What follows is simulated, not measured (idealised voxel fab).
The name of this process module is voxel self aligned vias.
This is section cut - it's 140 nm across, gridded in 5 nm square cells.
Bands, listed from the top down, are how a cross-section gets written in this document; the cross-section itself is a grid of square cells, and a band is one or more rows of them.
Each band's line starts with the height of the band's top and of its bottom, in nm. Then come its materials from left to right, each with its width in nm. One material with "full width" fills the band from edge to edge. "empty" is empty space.
A quick word on heights: they are counted from 0, and under that level the wafer as it came to us is one material throughout. The lowest band is different from the rest in having no bottom; it simply continues downward, written as in "0 and below".
The width entry "30..40" should be interpreted row by row: the top row of cells in the band takes the first number, the bottom row takes the second number, and the change between adjacent rows is uniform throughout.
The designation "no alterations made", where it is given for a processing step, indicates that no cell of the cross-section was altered in the course of that step.
What "Closed empty spaces" gives you is every empty space of 8 cells or more that is cut off from the top. Each appears as width x height at distance, with the distance taken from the left edge and width, height and distance all in nm.
Where a step's line continues beyond its settings, the continuation is a remark by the simulator itself on that step.
Steps that use a mask can have "overlay nm" on their line. It says how far the mask sat to the right of where it was meant to be. Negative means to the left.

-- Intended process steps
| 1 | RECEIVE,material Si |
| 2 | CONFORMAL_DEP,material SiO2,thk nm 10 |
| 3 | CONFORMAL_DEP,material SiCN,thk nm 5 |
| 4 | DIRECTIONAL_DEP,material lowk,thk nm 30 |
| 5 | PATTERN,tone open,mask id LINES,material resist,width nm 20,pitch nm 45,thk nm 20,overlay nm 0 |
| 6 | DIRECTIONAL_ETCH,etch materials lowk,depth nm 30 |
| 7 | STRIP,etch materials resist |
| 8 | CONFORMAL_DEP,material TiN,thk nm 5 |
| 9 | FILL_DEP,material W,thk nm 10 |
| 10 | CMP,height nm 45 |
| 11 | SELECTIVE_ETCH,etch materials W Ru TiN,depth nm 10 |
| 12 | FILL_DEP,material SiN,thk nm 5 |
| 13 | CMP,height nm 45 |
| 14 | DIRECTIONAL_DEP,material lowk,thk nm 20 |
| 15 | DIRECTIONAL_DEP,material aC,thk nm 10 |
| 16 | PATTERN,tone open,mask id VIAS,material resist,width nm 30,pitch nm 45,thk nm 25,overlay nm 0 |
| 17 | DIRECTIONAL_ETCH,etch materials aC,depth nm 10 |
| 18 | STRIP,etch materials resist |
| 19 | DIRECTIONAL_ETCH,etch materials lowk,depth nm 20 |
| 20 | DIRECTIONAL_ETCH,etch materials SiN,depth nm 10 |
| 21 | STRIP,etch materials aC |
| 22 | CONFORMAL_DEP,material TiN,thk nm 5 |
| 23 | FILL_DEP,material Cu,thk nm 10 |
| 24 | CMP,height nm 65 |
| 25 | CONFORMAL_DEP,material SiCN,thk nm 5 |

-- Cross-section: wafer on arrival = after step 1
> 0 and below: Si full width
> Closed empty spaces: none

-- Cross-sectional image of the first of two wafers at the end of the module, the run having proceeded as planned
> 70 down to 65: SiCN full width
> 65 down to 50: 30 lowk | 5 TiN | 20 Cu | 5 TiN | 15 lowk | 5 TiN | 20 Cu | 5 TiN | 35 lowk
> 50 down to 40: 30..35 lowk | 10..5 TiN | 10 Cu | 10..5 TiN | 15..25 lowk | 10..5 TiN | 10 Cu | 10..5 TiN | 35..40 lowk
> 40 down to 35: 35 lowk | 20 TiN | 25 lowk | 20 TiN | 40 lowk
> 35 down to 20: 35 lowk | 5 TiN | 10 W | 5 TiN | 25 lowk | 5 TiN | 10 W | 5 TiN | 40 lowk
> 20 down to 15: 35 lowk | 20 TiN | 25 lowk | 20 TiN | 40 lowk
> 15 down to 10: SiCN full width
> 10 down to 0: SiO2 full width
> 0 and below: Si full width
> Closed empty spaces: none

-- The second wafer, shown in cross-section after the module: started the same way as the first and given the same plan, yet one mistake crept into how it was run
> 85 down to 80: SiCN full width
> 80 down to 70: Cu full width
> 70 down to 65: 35 TiN | 20 Cu | 25 TiN | 20 Cu | 40 TiN
> 65 down to 50: 30 lowk | 5 TiN | 20 Cu | 5 TiN | 15 lowk | 5 TiN | 20 Cu | 5 TiN | 35 lowk
> 50 down to 40: 30..35 lowk | 10..5 TiN | 10 Cu | 10..5 TiN | 15..25 lowk | 10..5 TiN | 10 Cu | 10..5 TiN | 35..40 lowk
> 40 down to 35: 35 lowk | 20 TiN | 25 lowk | 20 TiN | 40 lowk
> 35 down to 20: 35 lowk | 5 TiN | 10 W | 5 TiN | 25 lowk | 5 TiN | 10 W | 5 TiN | 40 lowk
> 20 down to 15: 35 lowk | 20 TiN | 25 lowk | 20 TiN | 40 lowk
> 15 down to 10: SiCN full width
> 10 down to 0: SiO2 full width
> 0 and below: Si full width
> Closed empty spaces: none
The plan and the run diverged here: step 24 of the plan: omitted, not performed
Count the cells at the end and the second wafer has more or fewer of some materials than the first: +64 Cu; +20 TiN
